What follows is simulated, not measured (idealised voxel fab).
This section sets out a process module, namely voxel gate over fins.
The cross-section shown here is cut; it is 170 nm wide and divided into square cells measuring 5 nm on a side.
Cross-section, as written here: a square-cell grid given band by band from the top down, where a band holds one or more rows of cells. Look at the band entry: it leads with the top's height and the bottom's height in nm. Then it lists the materials left to right, with a width in nm for each. The word "throughout" on a single material says that material fills the band edge to edge. The word "blank" is empty space. Heights from 0 (as-received wafer is one material below). Bottom band endless downward, as "0 nm and below". The expression "30..40" gives the width at the extremes of the band, the first number at its top row of cells and the second at its bottom row, with the width changing by equal amounts from each row to the next in between. No cell of the cross-section changed in a step that is given as "everything unchanged". If an empty space has no open way to the top and is at least 8 cells in size, "Enclosed void listing" lists it, written width x height at distance, where distance is measured from the left edge and every value is in nm. Step line, after settings: the simulator's comment on this step. "overlay nm", when on a step's line for a step with a mask, measures how far to the right of its planned place the mask lay; a negative measure means to the left.

-- These are the steps we planned for the process
step 1: RECEIVE, material Si
step 2: CONFORMAL_DEP, material SiN, thk nm 10
step 3: DIRECTIONAL_DEP, material aC, thk nm 15
step 4: PATTERN, tone cover, mask id FINS, material resist, width nm 15, pitch nm 45, thk nm 30, overlay nm -15
step 5: DIRECTIONAL_ETCH, etch materials aC, depth nm 15
step 6: STRIP, etch materials resist
step 7: DIRECTIONAL_ETCH, etch materials SiN, depth nm 10
step 8: DIRECTIONAL_ETCH, etch materials Si, depth nm 40
step 9: STRIP, etch materials aC
step 10: FILL_DEP, material SiO2, thk nm 10
step 11: CMP, height nm 10
step 12: SELECTIVE_ETCH, etch materials SiO2, depth nm 25
step 13: STRIP, etch materials SiN
step 14: CONFORMAL_DEP, material HfO2, thk nm 5
step 15: CONFORMAL_DEP, material TiN, thk nm 5
step 16: CONFORMAL_DEP, material TiAl, thk nm 5
step 17: CONFORMAL_DEP, material TiN, thk nm 5
step 18: FILL_DEP, material W, thk nm 15
step 19: CMP, height nm 30
step 20: CONFORMAL_DEP, material SiCN, thk nm 10
It is noted that the wafers described herein are identical at the outset and are distinguished by the overlay nm of step 4; the value stated in the plan corresponds to the first wafer.

-- Cross-section of the first of several received wafers, showing its state after step 1
* 0 nm and below  Si throughout
* Enclosed void listing: none

-- Row per wafer, end-of-module: cell gain (+)/loss (-) by material since the wafer came in, then closed voids
overlay nm -15; +46 HfO2; -224 Si; +68 SiCN; +140 SiO2; +46 TiAl; +86 TiN; +110 W; Enclosed void listing: none
overlay nm -10; +46 HfO2; -224 Si; +68 SiCN; +140 SiO2; +46 TiAl; +86 TiN; +110 W; Enclosed void listing: none
overlay nm -5; +46 HfO2; -224 Si; +68 SiCN; +140 SiO2; +46 TiAl; +86 TiN; +110 W; Enclosed void listing: none
overlay nm 0; +46 HfO2; -224 Si; +68 SiCN; +140 SiO2; +46 TiAl; +86 TiN; +110 W; Enclosed void listing: none
overlay nm 5; +46 HfO2; -224 Si; +68 SiCN; +140 SiO2; +46 TiAl; +86 TiN; +110 W; Enclosed void listing: none
overlay nm 10; +46 HfO2; -224 Si; +68 SiCN; +140 SiO2; +46 TiAl; +86 TiN; +110 W; Enclosed void listing: none
overlay nm 15; +46 HfO2; -224 Si; +68 SiCN; +140 SiO2; +46 TiAl; +86 TiN; +110 W; Enclosed void listing: none
